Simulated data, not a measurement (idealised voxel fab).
Herein follows the process module entitled voxel tone inversion.
Pictured: cross-section cut, 225 nm wide, on a grid of 5 nm square cells.
Cross-section = grid of square cells, listed top down in bands; band = one or more rows. This entry defines a band. It first specifies the height of the band's top and the height of its bottom in nm, and then specifies the band's materials from left to right, stating each material with its width in nm. The word "full width" identifies a single material that fills the band from edge to edge, while the word "empty" identifies empty space. We count height from 0. Below that, the starting wafer is all one material. The lowest band never ends at the bottom but goes on down; see "z 0 and below" for how that is written. Top row gets the first number, bottom row gets the second, and each row in between changes by the same step: that is how a band width like "30..40" works. What does "remained the same" mean for a step? It means no cell of the cross-section changed in that step. In "Trapped cavities" the enclosed voids are listed, meaning empty spaces of 8 cells or larger without any opening to the top. The form is width x height at distance, distance from the left edge, units nm. What comes after the settings on a step's line is commentary from the simulator itself on that step. For masked steps, "overlay nm" on the step line gives how far right of plan the mask actually lay; a minus sign means it lay to the left.
**plan**
| 1 | RECEIVE [material Si] |
| 2 | CONFORMAL_DEP [material SiCN] [thk nm 5] |
| 3 | DIRECTIONAL_DEP [material polySi] [thk nm 15] |
| 4 | PATTERN [tone cover] [mask id POSTS] [material resist] [width nm 25] [pitch nm 50] [thk nm 20] [overlay nm 0] |
| 5 | DIRECTIONAL_ETCH [etch materials polySi] [depth nm 15] |
| 6 | STRIP [etch materials resist] |
| 7 | FILL_DEP [material lowk] [thk nm 10] |
| 8 | CMP [height nm 20] |
| 9 | STRIP [etch materials polySi] |
**Below: the first of two wafers, run as planned**
**Wafer at receipt (post step 1), cross-section**
- z 0 and below  Si full width
- Trapped cavities: none
**Cross-section of the wafer after step 2**
- z 5 to 0  SiCN full width
- Beneath the level 0, the cross-section is identical to its previous state.
**Cross-section of the wafer after step 3**
- z 20 to 5  polySi full width
- Beneath the level 5, the cross-section is identical to its previous state.
**Cross-section of the wafer after step 4**
- z 40 to 20  25 empty / 25 resist / 25 empty / 25 resist / 25 empty / 25 resist / 25 empty / 25 resist / 25 empty
- Beneath the level 20, the cross-section is identical to its previous state.
**Cross-section of the wafer after step 5**
- z 40 to 20  25 empty / 25 resist / 25 empty / 25 resist / 25 empty / 25 resist / 25 empty / 25 resist / 25 empty
- z 20 to 5  25 empty / 25 polySi / 25 empty / 25 polySi / 25 empty / 25 polySi / 25 empty / 25 polySi / 25 empty
- Beneath the level 5, the cross-section is identical to its previous state.
**Cross-section of the wafer after step 6**
- z 20 to 5  25 empty / 25 polySi / 25 empty / 25 polySi / 25 empty / 25 polySi / 25 empty / 25 polySi / 25 empty
- Beneath the level 5, the cross-section is identical to its previous state.
**Cross-section of the wafer after step 7**
- z 30 to 20  lowk full width
- z 20 to 5  25 lowk / 25 polySi / 25 lowk / 25 polySi / 25 lowk / 25 polySi / 25 lowk / 25 polySi / 25 lowk
- Beneath the level 5, the cross-section is identical to its previous state.
**Cross-section of the wafer after step 8**
- z 20 to 5  25 lowk / 25 polySi / 25 lowk / 25 polySi / 25 lowk / 25 polySi / 25 lowk / 25 polySi / 25 lowk
- Beneath the level 5, the cross-section is identical to its previous state.
**Cross-section of the wafer after step 9**
- z 20 to 5  25 lowk / 25 empty / 25 lowk / 25 empty / 25 lowk / 25 empty / 25 lowk / 25 empty / 25 lowk
- Beneath the level 5, the cross-section is identical to its previous state.
**Wafer two. Same start, same plan, one slip in execution. Same as wafer one through step 1, inclusive**
**Second wafer cross-section, taken as of the time the plan sets for step 2 to be done**
- z 15 to 0  polySi full width
- Beneath the level 0, the cross-section is identical to its previous state.
**Second wafer cross-section, taken as of the time the plan sets for step 3 to be done**
- z 20 to 15  SiCN full width
- Beneath the level 15, the cross-section is identical to its previous state.
**Second wafer cross-section, taken as of the time the plan sets for step 4 to be done**
- z 40 to 20  25 empty / 25 resist / 25 empty / 25 resist / 25 empty / 25 resist / 25 empty / 25 resist / 25 empty
- Beneath the level 20, the cross-section is identical to its previous state.
Second wafer cross-section, taken as of the time the plan sets for step 5 to be done: remained the same
**Second wafer cross-section, taken as of the time the plan sets for step 6 to be done**
- z 20 to 15  SiCN full width
- Beneath the level 15, the cross-section is identical to its previous state.
**Second wafer cross-section, taken as of the time the plan sets for step 7 to be done**
- z 30 to 20  lowk full width
- Beneath the level 20, the cross-section is identical to its previous state.
**Second wafer cross-section, taken as of the time the plan sets for step 8 to be done**
- z 20 to 15  SiCN full width
- Beneath the level 15, the cross-section is identical to its previous state.
Second wafer cross-section, taken as of the time the plan sets for step 9 to be done: remained the same
Want to know what went wrong? steps 2 and 3 traded places in the executed sequence
In the final state, the cell counts of the second wafer exceed or fall short of those of the first for the following materials: lowk: 75 fewer | polySi: 135 more
